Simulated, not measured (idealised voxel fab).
Title: Process Module voxel capacitor over wiring
We display cut, a cross-section 225 nm in width whose square cells are each 5 nm.
Bands, listed from the top down, are how a cross-section gets written in this document; the cross-section itself is a grid of square cells, and a band is one or more rows of them. A band entry consists of two parts. The first gives the height of the band's top and the height of its bottom, in nm. The rest lists the band's materials from left to right, each with its width in nm. A single material labelled with the word "throughout" fills the band from edge to edge, and the word "blank" marks empty space. Heights are measured from 0, the level below which the as-received wafer is all one material; the lowest band has no bottom and continues downward, written as in "0 -> down". When a width is written as two numbers, as in "30->40", the first number is the width in the top row of cells of the band and the second is the width in its bottom row, and the width changes by the same amount from each row to the next. What does "nothing got changed" mean for a step? It means no cell of the cross-section changed in that step. Heads up: "Sealed internal cavities" only lists the empty pockets with no open path to the top that are 8 cells or more, and it writes them as width x height at distance, distance from the left edge, in nm. Where a step's line continues beyond its settings, the continuation is a remark by the simulator itself on that step. Steps that use a mask can have "overlay nm" on their line. It says how far the mask sat to the right of where it was meant to be. Negative means to the left.

Set out below are the planned steps of the process:
1. RECEIVE | material Si
2. CONFORMAL_DEP | material SiO2 | thk nm 10
3. DIRECTIONAL_DEP | material TiN | thk nm 5
4. DIRECTIONAL_DEP | material Ru | thk nm 20
5. PATTERN | tone cover | mask id METAL_1 | material resist | width nm 25 | pitch nm 85 | thk nm 15 | overlay nm 0
6. DIRECTIONAL_ETCH | etch materials Ru | depth nm 20
7. DIRECTIONAL_ETCH | etch materials TiN | depth nm 5
8. STRIP | etch materials resist
9. CONFORMAL_DEP | material SiN | thk nm 5
10. FILL_DEP | material SiO2 | thk nm 5
11. CMP | height nm 35
12. CONFORMAL_DEP | material SiCN | thk nm 5
13. DIRECTIONAL_DEP | material lowk | thk nm 20
14. DIRECTIONAL_DEP | material aC | thk nm 15
15. PATTERN | tone open | mask id PLUG_1 | material resist | width nm 15 | thk nm 30 | overlay nm 0
16. DIRECTIONAL_ETCH | etch materials aC | depth nm 15
17. STRIP | etch materials resist
18. DIRECTIONAL_ETCH | etch materials lowk | depth nm 20
19. DIRECTIONAL_ETCH | etch materials SiCN | depth nm 5
20. STRIP | etch materials aC
21. CONFORMAL_DEP | material TiN | thk nm 5
22. FILL_DEP | material W | thk nm 5
23. CMP | height nm 60
24. DIRECTIONAL_DEP | material TiN | thk nm 10
25. DIRECTIONAL_DEP | material SiN | thk nm 5
26. DIRECTIONAL_DEP | material TiN | thk nm 10
27. MASKED_ETCH | tone cover | mask id UPPER_PLATE | width nm 65 | etch materials TiN | depth nm 10 | overlay nm -15
28. MASKED_ETCH | tone cover | mask id UPPER_PLATE | width nm 65 | etch materials SiN | depth nm 5 | overlay nm 0
29. DIRECTIONAL_DEP | material aC | thk nm 15
30. PATTERN | tone cover | mask id LOWER_PLATE | material resist | width nm 75 | thk nm 30 | overlay nm 0
31. DIRECTIONAL_ETCH | etch materials aC | depth nm 15
32. STRIP | etch materials resist
33. DIRECTIONAL_ETCH | etch materials TiN | depth nm 10
34. STRIP | etch materials aC
35. FILL_DEP | material SiO2 | thk nm 15
36. CMP | height nm 95
37. PATTERN | tone open | mask id PLUG_2 | material resist | width nm 15 | thk nm 15 | overlay nm 0
38. DIRECTIONAL_ETCH | etch materials SiO2 | depth nm 10
39. STRIP | etch materials resist
40. CONFORMAL_DEP | material TiN | thk nm 5
41. FILL_DEP | material Cu | thk nm 10
42. CMP | height nm 95
43. CONFORMAL_DEP | material SiCN | thk nm 5
The wafers in this document start out alike and differ in the overlay nm applied at step 27; the plan shows the value used for the first wafer.

Cross-sectional view of the first of several wafers in the as-received condition, corresponding to the state following step 1:
> 0 -> down  Si throughout
> Sealed internal cavities: none

Last step of the module is step 43; after it, the first of several wafers in cross-section:
> 100 -> 95  SiCN throughout
> 95 -> 90  SiO2: 75  TiN: 5  Cu: 5  TiN: 5  SiO2: 135
> 90 -> 85  SiO2: 75  TiN: 15  SiO2: 135
> 85 -> 75  SiO2: 60  TiN: 55  SiO2: 110
> 75 -> 70  SiO2: 50  SiN: 80  SiO2: 95
> 70 -> 60  SiO2: 50  TiN: 85  SiO2: 90
> 60 -> 40  lowk: 65  TiN: 5  W: 5  TiN: 5  lowk: 145
> 40 -> 35  SiCN: 65  TiN: 15  SiCN: 145
> 35 -> 15  SiO2: 50  SiN: 5  Ru: 25  SiN: 5  SiO2: 50  SiN: 5  Ru: 25  SiN: 5  SiO2: 55
> 15 -> 10  SiN: 55  TiN: 25  SiN: 60  TiN: 25  SiN: 60
> 10 -> 0  SiO2 throughout
> 0 -> down  Si throughout
> Sealed internal cavities: none

Cross-sectional view, end of module, last wafer of several:
> 100 -> 95  SiCN throughout
> 95 -> 90  SiO2: 75  TiN: 5  Cu: 5  TiN: 5  SiO2: 135
> 90 -> 85  SiO2: 75  TiN: 15  SiO2: 135
> 85 -> 75  SiO2: 80  TiN: 55  SiO2: 90
> 75 -> 70  SiO2: 65  SiN: 80  SiO2: 80
> 70 -> 60  SiO2: 60  TiN: 85  SiO2: 80
> 60 -> 40  lowk: 65  TiN: 5  W: 5  TiN: 5  lowk: 145
> 40 -> 35  SiCN: 65  TiN: 15  SiCN: 145
> 35 -> 15  SiO2: 50  SiN: 5  Ru: 25  SiN: 5  SiO2: 50  SiN: 5  Ru: 25  SiN: 5  SiO2: 55
> 15 -> 10  SiN: 55  TiN: 25  SiN: 60  TiN: 25  SiN: 60
> 10 -> 0  SiO2 throughout
> 0 -> down  Si throughout
> Sealed internal cavities: none

Below, a row for every wafer. Read it as the end-of-module picture: for each material the wafer shows its cells gained (+) or lost (-) since it was received, and then its closed voids:
overlay nm -15 | +1 Cu | +40 Ru | +87 SiCN | +67 SiN | +451 SiO2 | +82 TiN | +4 W | +168 lowk | Sealed internal cavities: none
overlay nm -10 | +1 Cu | +40 Ru | +87 SiCN | +66 SiN | +452 SiO2 | +82 TiN | +4 W | +168 lowk | Sealed internal cavities: none
overlay nm -5 | +1 Cu | +40 Ru | +87 SiCN | +65 SiN | +453 SiO2 | +82 TiN | +4 W | +168 lowk | Sealed internal cavities: none
overlay nm 0 | +1 Cu | +40 Ru | +87 SiCN | +64 SiN | +454 SiO2 | +82 TiN | +4 W | +168 lowk | Sealed internal cavities: none
overlay nm 5 | +1 Cu | +40 Ru | +87 SiCN | +65 SiN | +453 SiO2 | +82 TiN | +4 W | +168 lowk | Sealed internal cavities: none
overlay nm 10 | +1 Cu | +40 Ru | +87 SiCN | +66 SiN | +452 SiO2 | +82 TiN | +4 W | +168 lowk | Sealed internal cavities: none
overlay nm 15 | +1 Cu | +40 Ru | +87 SiCN | +67 SiN | +451 SiO2 | +82 TiN | +4 W | +168 lowk | Sealed internal cavities: none
